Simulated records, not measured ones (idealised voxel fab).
A process module follows: voxel capacitor over wiring.
Section cut is 210 nm wide and gridded with 5 nm square cells.
Square cells in a grid make up a cross-section in this document, and the grid is given as bands, listed from the top down, each one or more rows of cells.
Look at the band entry: it leads with the top's height and the bottom's height in nm. Then it lists the materials left to right, with a width in nm for each. The word "throughout" on a single material says that material fills the band edge to edge. The word "empty" is empty space.
Zero point of the height axis is 0; under it, received wafer = one material. Lowest band: continues down indefinitely, "0 down".
Think of "30..40" as a width that walks from the first number to the second as you go down the band, top row to bottom row, taking equal-sized steps from row to row.
Given "all unchanged" for a step, no cell of the cross-section differs between before and after that step.
"Fully sealed cavities": empty spaces of 8 cells or more with no open way to the top, each given as width x height at distance, distance from the left edge, all in nm.
On a step's line, text after the settings is the simulator commenting on that step.
The setting "overlay nm" may be written on the line of a step. When the step uses a mask, the value reports how far to the right of the planned place the mask lay, and a negative value reports that it lay to the left.
## plan
1 RECEIVE [material Si]
2 CONFORMAL_DEP [material SiO2] [thk nm 15]
3 CONFORMAL_DEP [material SiCN] [thk nm 5]
4 DIRECTIONAL_DEP [material SiO2] [thk nm 20]
5 PATTERN [tone open] [mask id METAL_1] [material resist] [width nm 20] [pitch nm 80] [thk nm 15] [overlay nm 0]
6 DIRECTIONAL_ETCH [etch materials SiO2] [depth nm 20]
7 DIRECTIONAL_ETCH [etch materials SiCN] [depth nm 5]
8 STRIP [etch materials resist]
9 CONFORMAL_DEP [material TiN] [thk nm 5]
10 FILL_DEP [material W] [thk nm 10]
11 CMP [height nm 40]
12 EPI [material Ru] [thk nm 5]
13 FILL_DEP [material SiCN] [thk nm 5]
14 DIRECTIONAL_DEP [material lowk] [thk nm 15]
15 MASKED_ETCH [tone open] [mask id PLUG_1] [width nm 15] [etch materials lowk] [depth nm 15] [overlay nm 0]
16 MASKED_ETCH [tone open] [mask id PLUG_1] [width nm 15] [etch materials SiCN] [depth nm 5] [overlay nm 0]
17 EPI [material Ru] [thk nm 10]
18 EPI [material Ru] [thk nm 10]
19 DIRECTIONAL_DEP [material TiN] [thk nm 5]
20 DIRECTIONAL_DEP [material HfO2] [thk nm 5]
21 DIRECTIONAL_DEP [material TiN] [thk nm 5]
22 PATTERN [tone cover] [mask id UPPER_PLATE] [material resist] [width nm 65] [thk nm 20] [overlay nm 0]
23 DIRECTIONAL_ETCH [etch materials TiN] [depth nm 5]
24 DIRECTIONAL_ETCH [etch materials HfO2] [depth nm 5]
25 STRIP [etch materials resist]
26 MASKED_ETCH [tone cover] [mask id LOWER_PLATE] [width nm 75] [etch materials TiN] [depth nm 5] [overlay nm 0]
27 FILL_DEP [material SiO2] [thk nm 20]
28 CMP [height nm 95]
29 PATTERN [tone open] [mask id PLUG_2] [material resist] [width nm 15] [thk nm 20] [overlay nm 0]
30 DIRECTIONAL_ETCH [etch materials SiO2] [depth nm 15]
31 STRIP [etch materials resist]
32 CONFORMAL_DEP [material TiN] [thk nm 5]
33 FILL_DEP [material Cu] [thk nm 10]
34 CMP [height nm 95]
35 CONFORMAL_DEP [material SiN] [thk nm 5]
## Cross-section of the wafer upon arrival, representing the state reached after step 1
0 down: Si throughout
Fully sealed cavities: none
## Below is the wafer in cross-section after the module was completed. It began from the starting point shown above and followed the plan shown above, except that one mistake was made while running it
100 to 95: SiN throughout
95 to 85: SiO2 70, TiN 5, Cu 5, TiN 5, SiO2 125
85 to 75: SiO2 70..65, TiN 15..55, SiO2 125..90
75 to 70: SiO2 65, HfO2 55, SiO2 90
70 to 65: SiO2 55, TiN 75, SiO2 80
65 to 50: lowk 60, Ru 15, lowk 135
50 to 45: SiCN 60, Ru 15, SiCN 135
45 to 40: SiCN 50, Ru 30, SiCN 50, Ru 30, SiCN 50
40 to 20: SiO2 55, TiN 5, W 10, TiN 5, SiO2 60, TiN 5, W 10, TiN 5, SiO2 55
20 to 15: SiCN 55, TiN 20, SiCN 60, TiN 20, SiCN 55
15 to 0: SiO2 throughout
0 down: Si throughout
Fully sealed cavities: none
Run error: step 22, actual vs plan mismatch, actual run PATTERN [tone cover] [mask id UPPER_PLATE] [material resist] [width nm 55] [thk nm 20] [overlay nm 0]
